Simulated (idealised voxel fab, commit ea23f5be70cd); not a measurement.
voxel self aligned vias: a process module
225 nm wide, 5 nm square cells: that's cross-section cut.
A cross-section is a grid of square cells, given in bands from the top down. A band is one or more rows of cells. Quick guide to a band line: top height, bottom height (nm) up front; then every material left to right with its width in nm. Only one material and it's marked "throughout"? Then it fills the band edge to edge. And "empty" just means empty space. The level at which height equals 0 is the one under which the wafer, as it arrives, is entirely one material. No lower edge exists for the bottom band, which continues downward and is notated as in "0 nm and below". A width given as "30->40" starts at the first number in the band's top row and ends at the second number in its bottom row, shifting by an equal amount at every step from row to row. You'll sometimes find "nothing was modified" written for a step, and that's the way of saying that nowhere in the cross-section did a cell change during that step. Listed in "Voids, enclosed": every empty space of 8 or more cells without an open way to the top. Form: width x height at distance, the distance being from the left edge, all in nm. On each step's line, the part that comes after the settings is the simulator's own comment on the step. overlay nm: mask right of planned place by this much (step with mask). Neg. = left.

[So here's the lineup of process steps we planned]
- 1: RECEIVE with material Si
- 2: CONFORMAL_DEP with material SiO2, thk nm 15
- 3: CONFORMAL_DEP with material SiCN, thk nm 5
- 4: DIRECTIONAL_DEP with material SiO2, thk nm 25
- 5: DIRECTIONAL_DEP with material aC, thk nm 10
- 6: PATTERN with tone open, mask id LINES, material resist, width nm 30, pitch nm 55, thk nm 25, overlay nm 0
- 7: DIRECTIONAL_ETCH with etch materials aC, depth nm 10
- 8: STRIP with etch materials resist
- 9: DIRECTIONAL_ETCH with etch materials SiO2, depth nm 25
- 10: STRIP with etch materials aC
- 11: CONFORMAL_DEP with material TiN, thk nm 5
- 12: FILL_DEP with material Ru, thk nm 10
- 13: CMP with height nm 45
- 14: SELECTIVE_ETCH with etch materials W Ru TiN, depth nm 10
- 15: FILL_DEP with material SiN, thk nm 10
- 16: CMP with height nm 45
- 17: DIRECTIONAL_DEP with material SiO2, thk nm 15
- 18: DIRECTIONAL_DEP with material aC, thk nm 15
- 19: PATTERN with tone open, mask id VIAS, material resist, width nm 40, thk nm 35, overlay nm 0
- 20: DIRECTIONAL_ETCH with etch materials aC, depth nm 15
- 21: STRIP with etch materials resist
- 22: DIRECTIONAL_ETCH with etch materials SiO2, depth nm 15
- 23: DIRECTIONAL_ETCH with etch materials SiN, depth nm 10
- 24: STRIP with etch materials aC
- 25: CONFORMAL_DEP with material TiN, thk nm 5
- 26: FILL_DEP with material Ru, thk nm 10
- 27: CMP with height nm 60
- 28: CONFORMAL_DEP with material SiN, thk nm 5

[Cross-section: wafer on arrival = after step 1]
0 nm and below  Si throughout
Voids, enclosed: none

[Starting structure and process plan are as shown above, but one mistake was made in running the module; the wafer cross-section at the end of the module follows]
65 nm to 60 nm  SiN throughout
60 nm to 45 nm  65 nm SiO2, then 5 nm TiN, then 30 nm Ru, then 5 nm TiN, then 120 nm SiO2
45 nm to 40 nm  65 nm SiN, then 5 nm TiN, then 30 nm Ru, then 5 nm TiN, then 120 nm SiN
40 nm to 35 nm  65 nm SiN, then 40 nm TiN, then 120 nm SiN
35 nm to 25 nm  70 nm SiO2, then 5 nm TiN, then 20 nm Ru, then 5 nm TiN, then 25 nm SiO2, then 5 nm TiN, then 20 nm Ru, then 5 nm TiN, then 70 nm SiO2
25 nm to 20 nm  70 nm SiO2, then 30 nm TiN, then 25 nm SiO2, then 30 nm TiN, then 70 nm SiO2
20 nm to 15 nm  SiCN throughout
15 nm to 0 nm  SiO2 throughout
0 nm and below  Si throughout
Voids, enclosed: none
Nonconformance to the process plan: step 4 was run on a setting that differed from the plan, and what really ran there is DIRECTIONAL_DEP with material SiO2, thk nm 15
